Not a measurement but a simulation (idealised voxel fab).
process module | voxel air gaps
cross-section cut | 250 nm wide | cells 5 nm
A cross-section is a grid of square cells, given in bands from the top down. A band is one or more rows of cells.
Each band's line starts with the height of the band's top and of its bottom, in nm. Then come its materials from left to right, each with its width in nm. One material with "throughout" fills the band from edge to edge. "air" is empty space.
Height 0 is the level under which the wafer as received is all one material. The lowest band goes on downwards, as in "0 down".
A width such as "30 to 40" changes by the same amount from each row of cells to the next, from the band's top row to its bottom row.
"no change" after a step means that no cell of the cross-section changed.
closed voids: empty space of 8 cells or more with no open way to the top, each as width x height at its distance from the left edge, in nm
after a step's settings: what the simulator itself notes on the step
overlay nm, on a step with a mask: how far to the right of its planned place the mask lay; to the left if negative
plan
1 op RECEIVE | material Si
2 op CONFORMAL_DEP | material SiO2 | thk nm 15
3 op CONFORMAL_DEP | material SiN | thk nm 5
4 op DIRECTIONAL_DEP | material SiO2 | thk nm 40
5 op PATTERN | tone open | mask id LINES | material resist | width nm 25 | pitch nm 55 | thk nm 15 | overlay nm 0
6 op DIRECTIONAL_ETCH | etch materials SiO2 | depth nm 40
7 op STRIP | etch materials resist
8 op CONFORMAL_DEP | material TiN | thk nm 5
9 op FILL_DEP | material W | thk nm 5
10 op CMP | height nm 60
11 op EPI | material Ru | thk nm 10
12 op SELECTIVE_ETCH | etch materials SiO2 | depth nm 50
13 op CONFORMAL_DEP | material SiN | thk nm 5
as received, after step 1
  0 down: Si throughout
  closed voids: none
first wafer at the end, as planned
  75 to 70: air 40 | SiN 165 | air 45
  70 to 60: air 40 | SiN 5 | Ru 45 | SiN 10 | Ru 45 | SiN 10 | Ru 45 | SiN 5 | air 45
  60 to 55: air 40 | SiN 15 | TiN 5 | W 15 | TiN 5 | SiN 30 | TiN 5 | W 15 | TiN 5 | SiN 30 | TiN 5 | W 15 | TiN 5 | SiN 15 | air 45
  55 to 25: air 50 | SiN 5 | TiN 5 | W 15 | TiN 5 | SiN 5 | air 20 | SiN 5 | TiN 5 | W 15 | TiN 5 | SiN 5 | air 20 | SiN 5 | TiN 5 | W 15 | TiN 5 | SiN 5 | air 55
  25 to 20: SiN 55 | TiN 25 | SiN 30 | TiN 25 | SiN 30 | TiN 25 | SiN 60
  20 to 15: SiN throughout
  15 to 0: SiO2 throughout
  0 down: Si throughout
  closed voids: 20 x 30 at 85; 20 x 30 at 140
second wafer at the end: like start, like plan, one mistake
  70 to 60: air 45 | Ru 45 | air 10 | Ru 45 | air 10 | Ru 45 | air 50
  60 to 25: air 55 | TiN 5 | W 15 | TiN 5 | air 30 | TiN 5 | W 15 | TiN 5 | air 30 | TiN 5 | W 15 | TiN 5 | air 60
  25 to 20: air 55 | TiN 25 | air 30 | TiN 25 | air 30 | TiN 25 | air 60
  20 to 15: SiN throughout
  15 to 0: SiO2 throughout
  0 down: Si throughout
  closed voids: none
what went wrong: step 13 was left out
at the end the second wafer has, in cells: 134 fewer of SiN
closed voids at the end (first wafer, second wafer): 2, 0
